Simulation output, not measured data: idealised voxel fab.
Process module heading - voxel local oxidation
Cross-section cut: width 295 nm, square cells of 5 nm.
Think of the cross-section as a grid of square cells. We describe it in bands, top to bottom, and each band covers one or more rows of those cells.
This entry defines a band. It first specifies the height of the band's top and the height of its bottom in nm, and then specifies the band's materials from left to right, stating each material with its width in nm. The word "everywhere" identifies a single material that fills the band from edge to edge, while the word "empty" identifies empty space.
Heights are reckoned from 0. Under this level, the received wafer is all of one material. The bottommost band is open-ended downward, for example "0 and below".
A width given as "30..40" starts at the first number in the band's top row and ends at the second number in its bottom row, shifting by an equal amount at every step from row to row.
"nothing got changed" (step): cross-section cells unchanged, all of them.
Listed in "Closed-off voids": every empty space of 8 or more cells without an open way to the top. Form: width x height at distance, the distance being from the left edge, all in nm.
Post-settings text on a step line: simulator's own remark regarding the step.
overlay nm: how far to the right of its planned place the mask lay on this masked step (negative: to the left).
## Process steps (planned)
step 1: RECEIVE: material Si
step 2: CONFORMAL_DEP: material SiO2, thk nm 5
step 3: CONFORMAL_DEP: material SiN, thk nm 10
step 4: DIRECTIONAL_DEP: material aC, thk nm 10
step 5: PATTERN: tone cover, mask id ACTIVE, material resist, width nm 95, pitch nm 135, thk nm 30, overlay nm 0
step 6: DIRECTIONAL_ETCH: etch materials aC, depth nm 10
step 7: STRIP: etch materials resist
step 8: DIRECTIONAL_ETCH: etch materials SiN, depth nm 10
step 9: STRIP: etch materials aC
step 10: SELECTIVE_ETCH: etch materials SiO2, depth nm 5
step 11: OXIDIZE: depth nm 15
step 12: STRIP: etch materials SiN
## Here's what the wafer looked like in cross-section when it arrived - that's after step 1
- 0 and below: Si everywhere
- Closed-off voids: none
## Wafer cross-section at module end: first of two, run to plan
- 5 down to 0: 35 empty  85 SiO2  50 empty  85 SiO2  40 empty
- 0 down to -15: 50 SiO2  55 Si  80 SiO2  55 Si  55 SiO2
- -15 and below: Si everywhere
- Closed-off voids: none
## Cross-sectional view: second of two wafers, end of module; start and plan identical to the first, one mistake in running
- 5 down to 0: 25 SiO2  105 empty  30 SiO2  105 empty  30 SiO2
- 0 down to -15: 10 Si  270 SiO2  15 Si
- -15 and below: Si everywhere
- Closed-off voids: none
In executing the process, a mistake was made relative to the plan: step 5: run off-plan, actual operation and settings PATTERN: tone open, mask id ACTIVE, material resist, width nm 95, pitch nm 135, thk nm 30, overlay nm 0
End of process, cell counts, second wafer against first, materials with more or fewer: 51 fewer of Si | 34 more of SiO2
